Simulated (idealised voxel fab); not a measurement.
This section sets out a process module, namely voxel capacitor over wiring.
Square cell edge 5 nm, section width 290 nm, ID cut.
Format of a cross-section: grid, square cells. Given as bands. Order: top down. Band: one or more rows of cells.
Quick guide to a band line: top height, bottom height (nm) up front; then every material left to right with its width in nm. Only one material and it's marked "all across"? Then it fills the band edge to edge. And "blank" just means empty space.
Heights are reckoned from 0. Under this level, the received wafer is all of one material. The bottommost band is open-ended downward, for example "0 and below".
Read "30->40" as a graded width: first number on top, second number at the bottom, same change between each pair of neighbouring rows.
A step reported as "nothing different" is a step in which no cell of the cross-section changed.
The list in "Closed void inventory" covers empty spaces of 8 cells or more that cannot reach the top through any open way, and it gives each as width x height at distance; the distance is from the left edge, and width, height and distance are in nm.
The remark found on a step's line after its settings is issued by the simulator itself and pertains to that step.
The setting "overlay nm" may be written on the line of a step. When the step uses a mask, the value reports how far to the right of the planned place the mask lay, and a negative value reports that it lay to the left.

[So here's the lineup of process steps we planned]
- 1: op RECEIVE | material Si
- 2: op CONFORMAL_DEP | material SiO2 | thk nm 10
- 3: op DIRECTIONAL_DEP | material TiN | thk nm 5
- 4: op DIRECTIONAL_DEP | material Ru | thk nm 25
- 5: op PATTERN | tone cover | mask id METAL_1 | material resist | width nm 25 | pitch nm 95 | thk nm 15 | overlay nm 0
- 6: op DIRECTIONAL_ETCH | etch materials Ru | depth nm 25
- 7: op DIRECTIONAL_ETCH | etch materials TiN | depth nm 5
- 8: op STRIP | etch materials resist
- 9: op CONFORMAL_DEP | material SiCN | thk nm 5
- 10: op FILL_DEP | material SiO2 | thk nm 10
- 11: op CMP | height nm 40
- 12: op CONFORMAL_DEP | material SiCN | thk nm 5
- 13: op DIRECTIONAL_DEP | material SiO2 | thk nm 15
- 14: op MASKED_ETCH | tone open | mask id PLUG_1 | width nm 15 | etch materials SiO2 | depth nm 15 | overlay nm 0
- 15: op MASKED_ETCH | tone open | mask id PLUG_1 | width nm 15 | etch materials SiCN | depth nm 5 | overlay nm 0
- 16: op CONFORMAL_DEP | material TiN | thk nm 5
- 17: op FILL_DEP | material W | thk nm 5
- 18: op CMP | height nm 60
- 19: op DIRECTIONAL_DEP | material TiN | thk nm 5
- 20: op DIRECTIONAL_DEP | material SiN | thk nm 5
- 21: op DIRECTIONAL_DEP | material TiN | thk nm 5
- 22: op DIRECTIONAL_DEP | material aC | thk nm 10
- 23: op PATTERN | tone cover | mask id UPPER_PLATE | material resist | width nm 75 | thk nm 25 | overlay nm 0
- 24: op DIRECTIONAL_ETCH | etch materials aC | depth nm 10
- 25: op STRIP | etch materials resist
- 26: op DIRECTIONAL_ETCH | etch materials TiN | depth nm 5
- 27: op DIRECTIONAL_ETCH | etch materials SiN | depth nm 5
- 28: op STRIP | etch materials aC
- 29: op MASKED_ETCH | tone cover | mask id LOWER_PLATE | width nm 85 | etch materials TiN | depth nm 5 | overlay nm 0
- 30: op FILL_DEP | material SiO2 | thk nm 15
- 31: op CMP | height nm 85
- 32: op DIRECTIONAL_DEP | material aC | thk nm 15
- 33: op PATTERN | tone open | mask id PLUG_2 | material resist | width nm 15 | thk nm 30 | overlay nm 0
- 34: op DIRECTIONAL_ETCH | etch materials aC | depth nm 15
- 35: op STRIP | etch materials resist
- 36: op DIRECTIONAL_ETCH | etch materials SiO2 | depth nm 10
- 37: op STRIP | etch materials aC
- 38: op CONFORMAL_DEP | material TiN | thk nm 5
- 39: op FILL_DEP | material W | thk nm 5
- 40: op CMP | height nm 85
- 41: op CONFORMAL_DEP | material SiN | thk nm 5

[Received-state cross-section, reflecting completion of step 1]
> 0 and below = Si all across
> Closed void inventory: none

[Same starting wafer, same plan as above, one mistake in the execution; this is the cross-section at the end of the module]
> 90 down to 85 = SiN all across
> 85 down to 80 = SiO2 (105), then TiN (5), then W (5), then TiN (5), then SiO2 (170)
> 80 down to 70 = SiO2 (105->95), then TiN (15->75), then SiO2 (170->120)
> 70 down to 65 = SiO2 (95), then SiN (75), then SiO2 (120)
> 65 down to 60 = SiO2 (90), then TiN (85), then SiO2 (115)
> 60 down to 55 = W all across
> 55 down to 50 = TiN (100), then W (5), then TiN (185)
> 50 down to 35 = SiO2 (95), then TiN (5), then W (5), then TiN (5), then SiO2 (180)
> 35 down to 30 = SiCN (95), then TiN (15), then SiCN (180)
> 30 down to 15 = SiO2 (80), then SiCN (5), then Ru (25), then SiCN (5), then SiO2 (60), then SiCN (5), then Ru (25), then SiCN (5), then SiO2 (80)
> 15 down to 10 = SiCN (85), then TiN (25), then SiCN (70), then TiN (25), then SiCN (85)
> 10 down to 0 = SiO2 all across
> 0 and below = Si all across
> Closed void inventory: none
Diagnosis: step 11 ran differently from the plan; actual operation with settings: op CMP | height nm 30
